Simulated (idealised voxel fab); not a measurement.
process module | voxel transistor to metal
This is section cut - it's 270 nm across, gridded in 5 nm square cells.
Reading order for cross-sections: top band down to bottom band. Underlying form: a grid of square cells. Band size: one or more rows of cells.
Basically the band line says how high the top is and how high the bottom is, in nm, and then what's in it from left to right, every material with its width in nm. Empty space shows up as "air", and if a single material carries "edge to edge" it runs the full band edge to edge.
All heights in this document are referenced to 0, defined as the level beneath which the wafer, as received, consists entirely of one material. The lowest band is not bounded below; it extends indefinitely downward and is written in the form "0 and below".
So if you see something like "30->40" for the width, read it as the top row of the band sitting at the first number and the bottom row at the second, with every row in between moving by the same amount as the last.
"remained the same", as given for a step, is the statement that not any cell of the cross-section underwent a change during that step.
Reported under the label "Tabulated closed voids" are the empty spaces having no open way to the top and comprising 8 cells or more; the notation for each is width x height at distance, in which the distance is measured from the left edge and all three values are in nm.
It should be noted that, on the line of a given step, the content following the step's settings is a remark produced by the simulator itself with respect to that step.
The line of a step may include "overlay nm". On a step with a mask, this value is how far to the right of its planned place the mask lay. A negative value means the mask lay to the left.
Layout of what follows: cross-section pairs, each bracketing one process step, the after cross-section shown only to the lowest band that changed, the step between and its settings noted under each pair. Pairs may originate in different runs of this module on the same starting wafer; a pair continues from the pair above only where its entry headed "State on entry" says so.
State on entry:
	0 and below | Si edge to edge
	Tabulated closed voids: none
Post-Process View:
	0 down to -5 | SiO2 edge to edge
	Below -5, the layers are the same as they were.
	Tabulated closed voids: none
In between the cross-sections above, the run called for OXIDIZE,depth nm 5
State on entry: The cross-section prior to this step is the one presented after the step of the pair immediately above.
Post-Process View:
	15 down to 0 | SiN edge to edge
	Below 0, the layers are the same as they were.
	Tabulated closed voids: none
In between the cross-sections above, the run called for CONFORMAL_DEP,material SiN,thk nm 15
State on entry: The cross-section prior to this step is the one presented after the step of the pair immediately above.
Post-Process View:
	25 down to 15 | aC edge to edge
	Below 15, the layers are the same as they were.
	Tabulated closed voids: none
In between the cross-sections above, the run called for DIRECTIONAL_DEP,material aC,thk nm 10
State on entry: The cross-section prior to this step is the one presented after the step of the pair immediately above.
Post-Process View:
	55 down to 25 | 20 nm air; 105 nm resist; 20 nm air; 105 nm resist; 20 nm air
	Below 25, the layers are the same as they were.
	Tabulated closed voids: none
In between the cross-sections above, the run called for PATTERN,tone cover,mask id ACTIVE,material resist,width nm 105,pitch nm 125,thk nm 30,overlay nm 0
State on entry: The cross-section prior to this step is the one presented after the step of the pair immediately above.
Post-Process View:
	45 down to 25 | 20 nm air; 105 nm resist; 20 nm air; 105 nm resist; 20 nm air
	25 down to 15 | 20 nm air; 105 nm aC; 20 nm air; 105 nm aC; 20 nm air
	Below 15, the layers are the same as they were.
	Tabulated closed voids: none
In between the cross-sections above, the run called for DIRECTIONAL_ETCH,etch materials aC,depth nm 10
State on entry: The cross-section prior to this step is the one presented after the step of the pair immediately above.
Post-Process View:
	25 down to 15 | 20 nm air; 105 nm aC; 20 nm air; 105 nm aC; 20 nm air
	Below 15, the layers are the same as they were.
	Tabulated closed voids: none
In between the cross-sections above, the run called for STRIP,etch materials resist
State on entry: The cross-section prior to this step is the one presented after the step of the pair immediately above.
Post-Process View:
	25 down to 15 | 20 nm air; 105 nm aC; 20 nm air; 105 nm aC; 20 nm air
	15 down to 0 | 20 nm air; 105 nm SiN; 20 nm air; 105 nm SiN; 20 nm air
	Below 0, the layers are the same as they were.
	Tabulated closed voids: none
In between the cross-sections above, the run called for DIRECTIONAL_ETCH,etch materials SiN,depth nm 15
State on entry: The cross-section prior to this step is the one presented after the step of the pair immediately above.
Post-Process View:
	25 down to 15 | 20 nm air; 105 nm aC; 20 nm air; 105 nm aC; 20 nm air
	15 down to 0 | 20 nm air; 105 nm SiN; 20 nm air; 105 nm SiN; 20 nm air
	0 down to -5 | 20 nm air; 105 nm SiO2; 20 nm air; 105 nm SiO2; 20 nm air
	Below -5, the layers are the same as they were.
	Tabulated closed voids: none
In between the cross-sections above, the run called for DIRECTIONAL_ETCH,etch materials SiO2,depth nm 5
State on entry: The cross-section prior to this step is the one presented after the step of the pair immediately above.
Post-Process View:
	25 down to 15 | 20 nm air; 105 nm aC; 20 nm air; 105 nm aC; 20 nm air
	15 down to 0 | 20 nm air; 105 nm SiN; 20 nm air; 105 nm SiN; 20 nm air
	0 down to -5 | 20 nm air; 105 nm SiO2; 20 nm air; 105 nm SiO2; 20 nm air
	-5 down to -35 | 20 nm air; 105 nm Si; 20 nm air; 105 nm Si; 20 nm air
	Below -35, the layers are the same as they were.
	Tabulated closed voids: none
In between the cross-sections above, the run called for DIRECTIONAL_ETCH,etch materials Si,depth nm 30
State on entry: The cross-section prior to this step is the one presented after the step of the pair immediately above.
Post-Process View:
	15 down to 0 | 20 nm air; 105 nm SiN; 20 nm air; 105 nm SiN; 20 nm air
	Below 0, the layers are the same as they were.
	Tabulated closed voids: none
In between the cross-sections above, the run called for STRIP,etch materials aC
State on entry: The cross-section prior to this step is the one presented after the step of the pair immediately above.
Post-Process View:
	25 down to 15 | SiO2 edge to edge
	15 down to 0 | 20 nm SiO2; 105 nm SiN; 20 nm SiO2; 105 nm SiN; 20 nm SiO2
	0 down to -5 | SiO2 edge to edge
	-5 down to -35 | 20 nm SiO2; 105 nm Si; 20 nm SiO2; 105 nm Si; 20 nm SiO2
	Below -35, the layers are the same as they were.
	Tabulated closed voids: none
In between the cross-sections above, the run called for FILL_DEP,material SiO2,thk nm 10
State on entry: The cross-section prior to this step is the one presented after the step of the pair immediately above.
Post-Process View:
	15 down to 0 | 20 nm SiO2; 105 nm SiN; 20 nm SiO2; 105 nm SiN; 20 nm SiO2
	Below 0, the layers are the same as they were.
	Tabulated closed voids: none
In between the cross-sections above, the run called for CMP,height nm 15
State on entry: The cross-section prior to this step is the one presented after the step of the pair immediately above.
Post-Process View:
	15 down to 0 | 20 nm air; 105 nm SiN; 20 nm air; 105 nm SiN; 20 nm air
	Below 0, the layers are the same as they were.
	Tabulated closed voids: none
In between the cross-sections above, the run called for SELECTIVE_ETCH,etch materials SiO2,depth nm 15
State on entry: The cross-section prior to this step is the one presented after the step of the pair immediately above.
Post-Process View:
	0 down to -5 | SiO2 edge to edge
	Below -5, the layers are the same as they were.
	Tabulated closed voids: none
In between the cross-sections above, the run called for STRIP,etch materials SiN
State on entry: The cross-section prior to this step is the one presented after the step of the pair immediately above.
Post-Process View:
	-5 down to -35 | 20 nm SiO2; 105 nm Si; 20 nm SiO2; 105 nm Si; 20 nm SiO2
	Below -35, the layers are the same as they were.
	Tabulated closed voids: none
In between the cross-sections above, the run called for SELECTIVE_ETCH,etch materials SiO2,depth nm 5
State on entry: The cross-section prior to this step is the one presented after the step of the pair immediately above.
Post-Process View:
	-5 down to -10 | SiO2 edge to edge
	Below -10, the layers are the same as they were.
	Tabulated closed voids: none
In between the cross-sections above, the run called for OXIDIZE,depth nm 5
State on entry: The cross-section prior to this step is the one presented after the step of the pair immediately above.
Post-Process View:
	15 down to -5 | polySi edge to edge
	Below -5, the layers are the same as they were.
	Tabulated closed voids: none
In between the cross-sections above, the run called for DIRECTIONAL_DEP,material polySi,thk nm 20
State on entry: The cross-section prior to this step is the one presented after the step of the pair immediately above.
Post-Process View:
	30 down to 15 | SiCN edge to edge
	Below 15, the layers are the same as they were.
	Tabulated closed voids: none
In between the cross-sections above, the run called for DIRECTIONAL_DEP,material SiCN,thk nm 15
State on entry: The cross-section prior to this step is the one presented after the step of the pair immediately above.
Post-Process View:
	30 down to 15 | 60 nm air; 25 nm SiCN; 100 nm air; 25 nm SiCN; 60 nm air
	Below 15, the layers are the same as they were.
	Tabulated closed voids: none
In between the cross-sections above, the run called for MASKED_ETCH,tone cover,mask id GATE,width nm 25,pitch nm 125,etch materials SiCN,depth nm 25,overlay nm 0
State on entry: The cross-section prior to this step is the one presented after the step of the pair immediately above.
Post-Process View:
	30 down to 15 | 60 nm air; 25 nm SiCN; 100 nm air; 25 nm SiCN; 60 nm air
	15 down to -5 | 60 nm air; 25 nm polySi; 100 nm air; 25 nm polySi; 60 nm air
	Below -5, the layers are the same as they were.
	Tabulated closed voids: none
In between the cross-sections above, the run called for MASKED_ETCH,tone cover,mask id GATE,width nm 25,pitch nm 125,etch materials polySi,depth nm 30,overlay nm 0
State on entry: The cross-section prior to this step is the one presented after the step of the pair immediately above.
Post-Process View:
	35 down to 30 | 55 nm air; 35 nm SiO2; 90 nm air; 35 nm SiO2; 55 nm air
	30 down to 15 | 55 nm air; 5 nm SiO2; 25 nm SiCN; 5 nm SiO2; 90 nm air; 5 nm SiO2; 25 nm SiCN; 5 nm SiO2; 55 nm air
	15 down to 0 | 55 nm air; 5 nm SiO2; 25 nm polySi; 5 nm SiO2; 90 nm air; 5 nm SiO2; 25 nm polySi; 5 nm SiO2; 55 nm air
	0 down to -5 | 60 nm SiO2; 25 nm polySi; 100 nm SiO2; 25 nm polySi; 60 nm SiO2
	Below -5, the layers are the same as they were.
	Tabulated closed voids: none
In between the cross-sections above, the run called for CONFORMAL_DEP,material SiO2,thk nm 5
State on entry: The cross-section prior to this step is the one presented after the step of the pair immediately above.
Post-Process View:
	30 down to 15 | 55 nm air; 5 nm SiO2; 25 nm SiCN; 5 nm SiO2; 90 nm air; 5 nm SiO2; 25 nm SiCN; 5 nm SiO2; 55 nm air
	15 down to -5 | 55 nm air; 5 nm SiO2; 25 nm polySi; 5 nm SiO2; 90 nm air; 5 nm SiO2; 25 nm polySi; 5 nm SiO2; 55 nm air
	Below -5, the layers are the same as they were.
	Tabulated closed voids: none
In between the cross-sections above, the run called for DIRECTIONAL_ETCH,etch materials SiO2,depth nm 5
State on entry: The cross-section prior to this step is the one presented after the step of the pair immediately above.
Post-Process View:
	35 down to 30 | 50 nm air; 45 nm SiN; 80 nm air; 45 nm SiN; 50 nm air
	30 down to 15 | 50 nm air; 5 nm SiN; 5 nm SiO2; 25 nm SiCN; 5 nm SiO2; 5 nm SiN; 80 nm air; 5 nm SiN; 5 nm SiO2; 25 nm SiCN; 5 nm SiO2; 5 nm SiN; 50 nm air
	15 down to 0 | 50 nm air; 5 nm SiN; 5 nm SiO2; 25 nm polySi; 5 nm SiO2; 5 nm SiN; 80 nm air; 5 nm SiN; 5 nm SiO2; 25 nm polySi; 5 nm SiO2; 5 nm SiN; 50 nm air
	0 down to -5 | 55 nm SiN; 5 nm SiO2; 25 nm polySi; 5 nm SiO2; 90 nm SiN; 5 nm SiO2; 25 nm polySi; 5 nm SiO2; 55 nm SiN
	Below -5, the layers are the same as they were.
	Tabulated closed voids: none
In between the cross-sections above, the run called for CONFORMAL_DEP,material SiN,thk nm 5
State on entry: The cross-section prior to this step is the one presented after the step of the pair immediately above.
Post-Process View:
	30 down to 15 | 50 nm air; 5 nm SiN; 5 nm SiO2; 25 nm SiCN; 5 nm SiO2; 5 nm SiN; 80 nm air; 5 nm SiN; 5 nm SiO2; 25 nm SiCN; 5 nm SiO2; 5 nm SiN; 50 nm air
	15 down to -5 | 50 nm air; 5 nm SiN; 5 nm SiO2; 25 nm polySi; 5 nm SiO2; 5 nm SiN; 80 nm air; 5 nm SiN; 5 nm SiO2; 25 nm polySi; 5 nm SiO2; 5 nm SiN; 50 nm air
	Below -5, the layers are the same as they were.
	Tabulated closed voids: none
In between the cross-sections above, the run called for DIRECTIONAL_ETCH,etch materials SiN,depth nm 5
State on entry: The cross-section prior to this step is the one presented after the step of the pair immediately above.
Post-Process View:
	30 down to 25 | 50 nm air; 5 nm SiN; 5 nm air; 25 nm SiCN; 5 nm air; 5 nm SiN; 80 nm air; 5 nm SiN; 5 nm air; 25 nm SiCN; 5 nm air; 5 nm SiN; 50 nm air
	25 down to 15 | 50 nm air; 5 nm SiN; 5 nm SiO2; 25 nm SiCN; 5 nm SiO2; 5 nm SiN; 80 nm air; 5 nm SiN; 5 nm SiO2; 25 nm SiCN; 5 nm SiO2; 5 nm SiN; 50 nm air
	15 down to -5 | 50 nm air; 5 nm SiN; 5 nm SiO2; 25 nm polySi; 5 nm SiO2; 5 nm SiN; 80 nm air; 5 nm SiN; 5 nm SiO2; 25 nm polySi; 5 nm SiO2; 5 nm SiN; 50 nm air
	-5 down to -10 | 50 nm air; 45 nm SiO2; 80 nm air; 45 nm SiO2; 50 nm air
	Below -10, the layers are the same as they were.
	Tabulated closed voids: none
In between the cross-sections above, the run called for DIRECTIONAL_ETCH,etch materials SiO2,depth nm 5
State on entry: The cross-section prior to this step is the one presented after the step of the pair immediately above.
Post-Process View:
	30 down to 25 | 50 nm air; 5 nm SiN; 5 nm air; 25 nm SiCN; 5 nm air; 5 nm SiN; 80 nm air; 5 nm SiN; 5 nm air; 25 nm SiCN; 5 nm air; 5 nm SiN; 50 nm air
	25 down to 15 | 50 nm air; 5 nm SiN; 5 nm SiO2; 25 nm SiCN; 5 nm SiO2; 5 nm SiN; 80 nm air; 5 nm SiN; 5 nm SiO2; 25 nm SiCN; 5 nm SiO2; 5 nm SiN; 50 nm air
	15 down to -5 | 50 nm air; 5 nm SiN; 5 nm SiO2; 25 nm polySi; 5 nm SiO2; 5 nm SiN; 80 nm air; 5 nm SiN; 5 nm SiO2; 25 nm polySi; 5 nm SiO2; 5 nm SiN; 50 nm air
	-5 down to -10 | 15 nm air; 35 nm nSi; 45 nm SiO2; 35 nm nSi; 10 nm air; 35 nm nSi; 45 nm SiO2; 35 nm nSi; 15 nm air
	Below -10, the layers are the same as they were.
	Tabulated closed voids: none
In between the cross-sections above, the run called for EPI,material nSi,thk nm 5
State on entry: The cross-section prior to this step is the one presented after the step of the pair immediately above.
Post-Process View:
	40 down to 30 | SiO2 edge to edge
	30 down to 15 | 50 nm SiO2; 5 nm SiN; 5 nm SiO2; 25 nm SiCN; 5 nm SiO2; 5 nm SiN; 80 nm SiO2; 5 nm SiN; 5 nm SiO2; 25 nm SiCN; 5 nm SiO2; 5 nm SiN; 50 nm SiO2
	15 down to -5 | 50 nm SiO2; 5 nm SiN; 5 nm SiO2; 25 nm polySi; 5 nm SiO2; 5 nm SiN; 80 nm SiO2; 5 nm SiN; 5 nm SiO2; 25 nm polySi; 5 nm SiO2; 5 nm SiN; 50 nm SiO2
	-5 down to -10 | 15 nm SiO2; 35 nm nSi; 45 nm SiO2; 35 nm nSi; 10 nm SiO2; 35 nm nSi; 45 nm SiO2; 35 nm nSi; 15 nm SiO2
	Below -10, the layers are the same as they were.
	Tabulated closed voids: none
In between the cross-sections above, the run called for FILL_DEP,material SiO2,thk nm 10
State on entry: The cross-section prior to this step is the one presented after the step of the pair immediately above.
Post-Process View:
	30 down to 15 | 50 nm SiO2; 5 nm SiN; 5 nm SiO2; 25 nm SiCN; 5 nm SiO2; 5 nm SiN; 80 nm SiO2; 5 nm SiN; 5 nm SiO2; 25 nm SiCN; 5 nm SiO2; 5 nm SiN; 50 nm SiO2
	Below 15, the layers are the same as they were.
	Tabulated closed voids: none
In between the cross-sections above, the run called for CMP,height nm 30
State on entry: The cross-section prior to this step is the one presented after the step of the pair immediately above.
Post-Process View:
	45 down to 30 | SiO2 edge to edge
	Below 30, the layers are the same as they were.
	Tabulated closed voids: none
In between the cross-sections above, the run called for DIRECTIONAL_DEP,material SiO2,thk nm 15
State on entry: The cross-section prior to this step is the one presented after the step of the pair immediately above.
Post-Process View:
	60 down to 45 | aC edge to edge
	Below 45, the layers are the same as they were.
	Tabulated closed voids: none
In between the cross-sections above, the run called for DIRECTIONAL_DEP,material aC,thk nm 15
State on entry: The cross-section prior to this step is the one presented after the step of the pair immediately above.
Post-Process View:
	95 down to 60 | 25 nm resist; 30 nm air; 35 nm resist; 30 nm air; 30 nm resist; 30 nm air; 35 nm resist; 30 nm air; 25 nm resist
	Below 60, the layers are the same as they were.
	Tabulated closed voids: none
In between the cross-sections above, the run called for PATTERN,tone open,mask id CONTACT,material resist,width nm 30,thk nm 35,overlay nm 0
State on entry: The cross-section prior to this step is the one presented after the step of the pair immediately above.
Post-Process View:
	80 down to 60 | 25 nm resist; 30 nm air; 35 nm resist; 30 nm air; 30 nm resist; 30 nm air; 35 nm resist; 30 nm air; 25 nm resist
	60 down to 45 | 25 nm aC; 30 nm air; 35 nm aC; 30 nm air; 30 nm aC; 30 nm air; 35 nm aC; 30 nm air; 25 nm aC
	Below 45, the layers are the same as they were.
	Tabulated closed voids: none
In between the cross-sections above, the run called for DIRECTIONAL_ETCH,etch materials aC,depth nm 15
State on entry: The cross-section prior to this step is the one presented after the step of the pair immediately above.
Post-Process View:
	60 down to 45 | 25 nm aC; 30 nm air; 35 nm aC; 30 nm air; 30 nm aC; 30 nm air; 35 nm aC; 30 nm air; 25 nm aC
	Below 45, the layers are the same as they were.
	Tabulated closed voids: none
In between the cross-sections above, the run called for STRIP,etch materials resist
State on entry: The cross-section prior to this step is the one presented after the step of the pair immediately above.
Post-Process View:
	60 down to 45 | 25 nm aC; 30 nm air; 35 nm aC; 30 nm air; 30 nm aC; 30 nm air; 35 nm aC; 30 nm air; 25 nm aC
	45 down to 30 | 25 nm SiO2; 30 nm air; 35 nm SiO2; 30 nm air; 30 nm SiO2; 30 nm air; 35 nm SiO2; 30 nm air; 25 nm SiO2
	30 down to 15 | 25 nm SiO2; 25 nm air; 5 nm SiN; 5 nm SiO2; 25 nm SiCN; 5 nm SiO2; 5 nm SiN; 25 nm air; 30 nm SiO2; 25 nm air; 5 nm SiN; 5 nm SiO2; 25 nm SiCN; 5 nm SiO2; 5 nm SiN; 25 nm air; 25 nm SiO2
	15 down to -5 | 25 nm SiO2; 25 nm air; 5 nm SiN; 5 nm SiO2; 25 nm polySi; 5 nm SiO2; 5 nm SiN; 25 nm air; 30 nm SiO2; 25 nm air; 5 nm SiN; 5 nm SiO2; 25 nm polySi; 5 nm SiO2; 5 nm SiN; 25 nm air; 25 nm SiO2
	Below -5, the layers are the same as they were.
	Tabulated closed voids: none
In between the cross-sections above, the run called for DIRECTIONAL_ETCH,etch materials SiO2,depth nm 50
State on entry: The cross-section prior to this step is the one presented after the step of the pair immediately above.
Post-Process View:
	45 down to 30 | 25 nm SiO2; 30 nm air; 35 nm SiO2; 30 nm air; 30 nm SiO2; 30 nm air; 35 nm SiO2; 30 nm air; 25 nm SiO2
	Below 30, the layers are the same as they were.
	Tabulated closed voids: none
In between the cross-sections above, the run called for STRIP,etch materials aC
State on entry: The cross-section prior to this step is the one presented after the step of the pair immediately above.
Post-Process View:
	50 down to 45 | 30 nm TiN; 20 nm air; 45 nm TiN; 20 nm air; 40 nm TiN; 20 nm air; 45 nm TiN; 20 nm air; 30 nm TiN
	45 down to 35 | 25 nm SiO2; 5 nm TiN; 20 nm air; 5 nm TiN; 35 nm SiO2; 5 nm TiN; 20 nm air; 5 nm TiN; 30 nm SiO2; 5 nm TiN; 20 nm air; 5 nm TiN; 35 nm SiO2; 5 nm TiN; 20 nm air; 5 nm TiN; 25 nm SiO2
	35 down to 30 | 25 nm SiO2; 5 nm TiN; 15 nm air; 10 nm TiN; 35 nm SiO2; 10 nm TiN; 15 nm air; 5 nm TiN; 30 nm SiO2; 5 nm TiN; 15 nm air; 10 nm TiN; 35 nm SiO2; 10 nm TiN; 15 nm air; 5 nm TiN; 25 nm SiO2
	30 down to 15 | 25 nm SiO2; 5 nm TiN; 15 nm air; 5 nm TiN; 5 nm SiN; 5 nm SiO2; 25 nm SiCN; 5 nm SiO2; 5 nm SiN; 5 nm TiN; 15 nm air; 5 nm TiN; 30 nm SiO2; 5 nm TiN; 15 nm air; 5 nm TiN; 5 nm SiN; 5 nm SiO2; 25 nm SiCN; 5 nm SiO2; 5 nm SiN; 5 nm TiN; 15 nm air; 5 nm TiN; 25 nm SiO2
	15 down to 0 | 25 nm SiO2; 5 nm TiN; 15 nm air; 5 nm TiN; 5 nm SiN; 5 nm SiO2; 25 nm polySi; 5 nm SiO2; 5 nm SiN; 5 nm TiN; 15 nm air; 5 nm TiN; 30 nm SiO2; 5 nm TiN; 15 nm air; 5 nm TiN; 5 nm SiN; 5 nm SiO2; 25 nm polySi; 5 nm SiO2; 5 nm SiN; 5 nm TiN; 15 nm air; 5 nm TiN; 25 nm SiO2
	0 down to -5 | 25 nm SiO2; 25 nm TiN; 5 nm SiN; 5 nm SiO2; 25 nm polySi; 5 nm SiO2; 5 nm SiN; 25 nm TiN; 30 nm SiO2; 25 nm TiN; 5 nm SiN; 5 nm SiO2; 25 nm polySi; 5 nm SiO2; 5 nm SiN; 25 nm TiN; 25 nm SiO2
	Below -5, the layers are the same as they were.
	Tabulated closed voids: none
In between the cross-sections above, the run called for CONFORMAL_DEP,material TiN,thk nm 5
State on entry: The cross-section prior to this step is the one presented after the step of the pair immediately above.
Post-Process View:
	60 down to 50 | Ru edge to edge
	50 down to 45 | 30 nm TiN; 20 nm Ru; 45 nm TiN; 20 nm Ru; 40 nm TiN; 20 nm Ru; 45 nm TiN; 20 nm Ru; 30 nm TiN
	45 down to 35 | 25 nm SiO2; 5 nm TiN; 20 nm Ru; 5 nm TiN; 35 nm SiO2; 5 nm TiN; 20 nm Ru; 5 nm TiN; 30 nm SiO2; 5 nm TiN; 20 nm Ru; 5 nm TiN; 35 nm SiO2; 5 nm TiN; 20 nm Ru; 5 nm TiN; 25 nm SiO2
	35 down to 30 | 25 nm SiO2; 5 nm TiN; 15 nm Ru; 10 nm TiN; 35 nm SiO2; 10 nm TiN; 15 nm Ru; 5 nm TiN; 30 nm SiO2; 5 nm TiN; 15 nm Ru; 10 nm TiN; 35 nm SiO2; 10 nm TiN; 15 nm Ru; 5 nm TiN; 25 nm SiO2
	30 down to 15 | 25 nm SiO2; 5 nm TiN; 15 nm Ru; 5 nm TiN; 5 nm SiN; 5 nm SiO2; 25 nm SiCN; 5 nm SiO2; 5 nm SiN; 5 nm TiN; 15 nm Ru; 5 nm TiN; 30 nm SiO2; 5 nm TiN; 15 nm Ru; 5 nm TiN; 5 nm SiN; 5 nm SiO2; 25 nm SiCN; 5 nm SiO2; 5 nm SiN; 5 nm TiN; 15 nm Ru; 5 nm TiN; 25 nm SiO2
	15 down to 0 | 25 nm SiO2; 5 nm TiN; 15 nm Ru; 5 nm TiN; 5 nm SiN; 5 nm SiO2; 25 nm polySi; 5 nm SiO2; 5 nm SiN; 5 nm TiN; 15 nm Ru; 5 nm TiN; 30 nm SiO2; 5 nm TiN; 15 nm Ru; 5 nm TiN; 5 nm SiN; 5 nm SiO2; 25 nm polySi; 5 nm SiO2; 5 nm SiN; 5 nm TiN; 15 nm Ru; 5 nm TiN; 25 nm SiO2
	Below 0, the layers are the same as they were.
	Tabulated closed voids: none
In between the cross-sections above, the run called for FILL_DEP,material Ru,thk nm 10
State on entry: The cross-section prior to this step is the one presented after the step of the pair immediately above.
Post-Process View:
	45 down to 35 | 25 nm SiO2; 5 nm TiN; 20 nm Ru; 5 nm TiN; 35 nm SiO2; 5 nm TiN; 20 nm Ru; 5 nm TiN; 30 nm SiO2; 5 nm TiN; 20 nm Ru; 5 nm TiN; 35 nm SiO2; 5 nm TiN; 20 nm Ru; 5 nm TiN; 25 nm SiO2
	Below 35, the layers are the same as they were.
	Tabulated closed voids: none
In between the cross-sections above, the run called for CMP,height nm 45
State on entry: The cross-section prior to this step is the one presented after the step of the pair immediately above.
Post-Process View:
	50 down to 45 | TiN edge to edge
	Below 45, the layers are the same as they were.
	Tabulated closed voids: none
In between the cross-sections above, the run called for DIRECTIONAL_DEP,material TiN,thk nm 5
State on entry: The cross-section prior to this step is the one presented after the step of the pair immediately above.
Post-Process View:
	75 down to 50 | W edge to edge
	Below 50, the layers are the same as they were.
	Tabulated closed voids: none
In between the cross-sections above, the run called for DIRECTIONAL_DEP,material W,thk nm 25
State on entry: The cross-section prior to this step is the one presented after the step of the pair immediately above.
Post-Process View:
	75 down to 50 | 25 nm air; 20 nm W; 55 nm air; 20 nm W; 30 nm air; 20 nm W; 55 nm air; 20 nm W; 25 nm air
	Below 50, the layers are the same as they were.
	Tabulated closed voids: none
In between the cross-sections above, the run called for MASKED_ETCH,tone cover,mask id METAL_1,width nm 20,etch materials W,depth nm 25,overlay nm 0
State on entry: The cross-section prior to this step is the one presented after the step of the pair immediately above.
Post-Process View:
	75 down to 50 | 25 nm air; 20 nm W; 55 nm air; 20 nm W; 30 nm air; 20 nm W; 55 nm air; 20 nm W; 25 nm air
	50 down to 45 | 25 nm air; 20 nm TiN; 55 nm air; 20 nm TiN; 30 nm air; 20 nm TiN; 55 nm air; 20 nm TiN; 25 nm air
	Below 45, the layers are the same as they were.
	Tabulated closed voids: none
In between the cross-sections above, the run called for MASKED_ETCH,tone cover,mask id METAL_1,width nm 20,etch materials TiN,depth nm 5,overlay nm 0
State on entry: The cross-section prior to this step is the one presented after the step of the pair immediately above.
Post-Process View:
	80 down to 75 | lowk edge to edge
	75 down to 50 | 25 nm lowk; 20 nm W; 55 nm lowk; 20 nm W; 30 nm lowk; 20 nm W; 55 nm lowk; 20 nm W; 25 nm lowk
	50 down to 45 | 25 nm lowk; 20 nm TiN; 55 nm lowk; 20 nm TiN; 30 nm lowk; 20 nm TiN; 55 nm lowk; 20 nm TiN; 25 nm lowk
	Below 45, the layers are the same as they were.
	Tabulated closed voids: none
In between the cross-sections above, the run called for FILL_DEP,material lowk,thk nm 5
State on entry: The cross-section prior to this step is the one presented after the step of the pair immediately above.
Post-Process View:
	75 down to 50 | 25 nm lowk; 20 nm W; 55 nm lowk; 20 nm W; 30 nm lowk; 20 nm W; 55 nm lowk; 20 nm W; 25 nm lowk
	Below 50, the layers are the same as they were.
	Tabulated closed voids: none
In between the cross-sections above, the run called for CMP,height nm 75
State on entry: The cross-section prior to this step is the one presented after the step of the pair immediately above.
Post-Process View:
	80 down to 75 | SiN edge to edge
	Below 75, the layers are the same as they were.
	Tabulated closed voids: none
In between the cross-sections above, the run called for CONFORMAL_DEP,material SiN,thk nm 5
State on entry:
	30 down to 15 | 60 nm air; 25 nm SiCN; 100 nm air; 25 nm SiCN; 60 nm air
	15 down to -5 | 60 nm air; 25 nm polySi; 100 nm air; 25 nm polySi; 60 nm air
	-5 down to -10 | SiO2 edge to edge
	-10 down to -35 | 20 nm SiO2; 105 nm Si; 20 nm SiO2; 105 nm Si; 20 nm SiO2
	-35 and below | Si edge to edge
	Tabulated closed voids: none
Post-Process View:
	30 down to 15 | 60 nm air; 25 nm SiCN; 100 nm air; 25 nm SiCN; 60 nm air
	15 down to -5 | 60 nm air; 25 nm polySi; 100 nm air; 25 nm polySi; 60 nm air
	-5 down to -10 | 60 nm air; 25 nm SiO2; 100 nm air; 25 nm SiO2; 60 nm air
	Below -10, the layers are the same as they were.
	Tabulated closed voids: none
In between the cross-sections above, the run called for DIRECTIONAL_ETCH,etch materials SiO2,depth nm 5
State on entry: The cross-section prior to this step is the one presented after the step of the pair immediately above.
Post-Process View:
	35 down to 30 | 55 nm air; 35 nm SiN; 90 nm air; 35 nm SiN; 55 nm air
	30 down to 15 | 55 nm air; 5 nm SiN; 25 nm SiCN; 5 nm SiN; 90 nm air; 5 nm SiN; 25 nm SiCN; 5 nm SiN; 55 nm air
	15 down to -5 | 55 nm air; 5 nm SiN; 25 nm polySi; 5 nm SiN; 90 nm air; 5 nm SiN; 25 nm polySi; 5 nm SiN; 55 nm air
	-5 down to -10 | 60 nm SiN; 25 nm SiO2; 100 nm SiN; 25 nm SiO2; 60 nm SiN
	Below -10, the layers are the same as they were.
	Tabulated closed voids: none
In between the cross-sections above, the run called for CONFORMAL_DEP,material SiN,thk nm 5
State on entry: The cross-section prior to this step is the one presented after the step of the pair immediately above.
Post-Process View:
	30 down to 15 | 55 nm air; 5 nm SiN; 25 nm SiCN; 5 nm SiN; 90 nm air; 5 nm SiN; 25 nm SiCN; 5 nm SiN; 55 nm air
	15 down to -5 | 55 nm air; 5 nm SiN; 25 nm polySi; 5 nm SiN; 90 nm air; 5 nm SiN; 25 nm polySi; 5 nm SiN; 55 nm air
	-5 down to -10 | 55 nm air; 5 nm SiN; 25 nm SiO2; 5 nm SiN; 90 nm air; 5 nm SiN; 25 nm SiO2; 5 nm SiN; 55 nm air
	Below -10, the layers are the same as they were.
	Tabulated closed voids: none
In between the cross-sections above, the run called for DIRECTIONAL_ETCH,etch materials SiN,depth nm 5
State on entry: The cross-section prior to this step is the one presented after the step of the pair immediately above.
Post-Process View:
	30 down to 15 | 55 nm air; 5 nm SiN; 25 nm SiCN; 5 nm SiN; 90 nm air; 5 nm SiN; 25 nm SiCN; 5 nm SiN; 55 nm air
	15 down to -5 | 55 nm air; 5 nm SiN; 25 nm polySi; 5 nm SiN; 90 nm air; 5 nm SiN; 25 nm polySi; 5 nm SiN; 55 nm air
	-5 down to -10 | 55 nm air; 5 nm SiN; 25 nm SiO2; 5 nm SiN; 90 nm air; 5 nm SiN; 25 nm SiO2; 5 nm SiN; 55 nm air
	-10 down to -15 | 20 nm air; 105 nm Si; 20 nm air; 105 nm Si; 20 nm air
	Below -15, the layers are the same as they were.
	Tabulated closed voids: none
In between the cross-sections above, the run called for DIRECTIONAL_ETCH,etch materials SiO2,depth nm 5
State on entry: The cross-section prior to this step is the one presented after the step of the pair immediately above.
Post-Process View:
	30 down to 15 | 55 nm air; 5 nm SiN; 25 nm SiCN; 5 nm SiN; 90 nm air; 5 nm SiN; 25 nm SiCN; 5 nm SiN; 55 nm air
	15 down to -5 | 55 nm air; 5 nm SiN; 25 nm polySi; 5 nm SiN; 90 nm air; 5 nm SiN; 25 nm polySi; 5 nm SiN; 55 nm air
	-5 down to -10 | 15 nm air; 40 nm nSi; 5 nm SiN; 25 nm SiO2; 5 nm SiN; 40 nm nSi; 10 nm air; 40 nm nSi; 5 nm SiN; 25 nm SiO2; 5 nm SiN; 40 nm nSi; 15 nm air
	-10 down to -15 | 15 nm air; 5 nm nSi; 105 nm Si; 5 nm nSi; 10 nm air; 5 nm nSi; 105 nm Si; 5 nm nSi; 15 nm air
	Below -15, the layers are the same as they were.
	Tabulated closed voids: none
In between the cross-sections above, the run called for EPI,material nSi,thk nm 5
